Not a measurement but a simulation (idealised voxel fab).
process module | voxel capacitor over wiring
cross-section cut | 195 nm wide | cells 5 nm
A cross-section is a grid of square cells, given in bands from the top down. A band is one or more rows of cells.
Each band's line starts with the height of the band's top and of its bottom, in nm. Then come its materials from left to right, each with its width in nm. One material with "throughout" fills the band from edge to edge. "air" is empty space.
Height 0 is the level under which the wafer as received is all one material. The lowest band goes on downwards, as in "0 down".
A width such as "30 to 40" changes by the same amount from each row of cells to the next, from the band's top row to its bottom row.
"no change" after a step means that no cell of the cross-section changed.
closed voids: empty space of 8 cells or more with no open way to the top, each as width x height at its distance from the left edge, in nm
after a step's settings: what the simulator itself notes on the step
overlay nm, on a step with a mask: how far to the right of its planned place the mask lay; to the left if negative
plan
1 op RECEIVE | material Si
2 op CONFORMAL_DEP | material SiO2 | thk nm 15
3 op DIRECTIONAL_DEP | material TiN | thk nm 5
4 op DIRECTIONAL_DEP | material W | thk nm 25
5 op MASKED_ETCH | tone cover | mask id METAL_1 | width nm 25 | pitch nm 80 | etch materials W | depth nm 25 | overlay nm 0
6 op MASKED_ETCH | tone cover | mask id METAL_1 | width nm 25 | pitch nm 80 | etch materials TiN | depth nm 5 | overlay nm 0
7 op FILL_DEP | material SiO2 | thk nm 10
8 op CMP | height nm 45
9 op CONFORMAL_DEP | material SiCN | thk nm 5
10 op DIRECTIONAL_DEP | material SiO2 | thk nm 20
11 op PATTERN | tone open | mask id PLUG_1 | material resist | width nm 15 | thk nm 20 | overlay nm 0
12 op DIRECTIONAL_ETCH | etch materials SiO2 | depth nm 20
13 op DIRECTIONAL_ETCH | etch materials SiCN | depth nm 5
14 op STRIP | etch materials resist
15 op EPI | material Ru | thk nm 10
16 op EPI | material Ru | thk nm 10
17 op EPI | material Ru | thk nm 5
18 op DIRECTIONAL_DEP | material TiN | thk nm 10
19 op DIRECTIONAL_DEP | material Al2O3 | thk nm 5
20 op DIRECTIONAL_DEP | material TiN | thk nm 5
21 op PATTERN | tone cover | mask id UPPER_PLATE | material resist | width nm 60 | thk nm 15 | overlay nm 0
22 op DIRECTIONAL_ETCH | etch materials TiN | depth nm 5
23 op DIRECTIONAL_ETCH | etch materials Al2O3 | depth nm 5
24 op STRIP | etch materials resist
25 op MASKED_ETCH | tone cover | mask id LOWER_PLATE | width nm 70 | etch materials TiN | depth nm 10 | overlay nm 0
26 op FILL_DEP | material SiO2 | thk nm 15
27 op CMP | height nm 100
28 op PATTERN | tone open | mask id PLUG_2 | material resist | width nm 15 | thk nm 15 | overlay nm 0
29 op DIRECTIONAL_ETCH | etch materials SiO2 | depth nm 10
30 op STRIP | etch materials resist
31 op CONFORMAL_DEP | material TiN | thk nm 5
32 op FILL_DEP | material Ru | thk nm 10
33 op CMP | height nm 100
34 op CONFORMAL_DEP | material SiCN | thk nm 5
as received, after step 1
  0 down: Si throughout
  closed voids: none
first wafer at the end, as planned
  105 to 100: SiCN throughout
  100 to 95: SiO2 65 | TiN 5 | Ru 5 | TiN 5 | SiO2 115
  95 to 85: SiO2 65 to 55 | TiN 15 to 60 | SiO2 115 to 80
  85 to 80: SiO2 55 | Al2O3 60 | SiO2 80
  80 to 70: SiO2 50 | TiN 70 | SiO2 75
  70 to 50: SiO2 55 | Ru 15 | SiO2 125
  50 to 45: SiCN 55 | Ru 15 | SiCN 125
  45 to 20: SiO2 45 | W 25 | SiO2 55 | W 25 | SiO2 45
  20 to 15: SiO2 45 | TiN 25 | SiO2 55 | TiN 25 | SiO2 45
  15 to 0: SiO2 throughout
  0 down: Si throughout
  closed voids: none
second wafer at the end: like start, like plan, one mistake
  105 to 100: SiCN throughout
  100 to 95: SiO2 55 | TiN 25 | SiO2 115
  95 to 90: SiO2 55 | Al2O3 25 | SiO2 115
  90 to 85: SiO2 50 | TiN 65 | SiO2 80
  85 to 80: SiO2 50 | TiN 30 | Al2O3 35 | SiO2 80
  80 to 70: SiO2 45 | Ru 35 | TiN 40 | SiO2 75
  70 to 50: SiO2 55 | Ru 15 | SiO2 125
  50 to 45: SiCN 55 | Ru 15 | SiCN 125
  45 to 20: SiO2 45 | W 25 | SiO2 55 | W 25 | SiO2 45
  20 to 15: SiO2 45 | TiN 25 | SiO2 55 | TiN 25 | SiO2 45
  15 to 0: SiO2 throughout
  0 down: Si throughout
  closed voids: none
what went wrong: one of the steps 15 and 16, which are alike, was run twice
at the end the second wafer has, in cells: 13 more of Ru | 8 fewer of SiO2 | 5 fewer of TiN
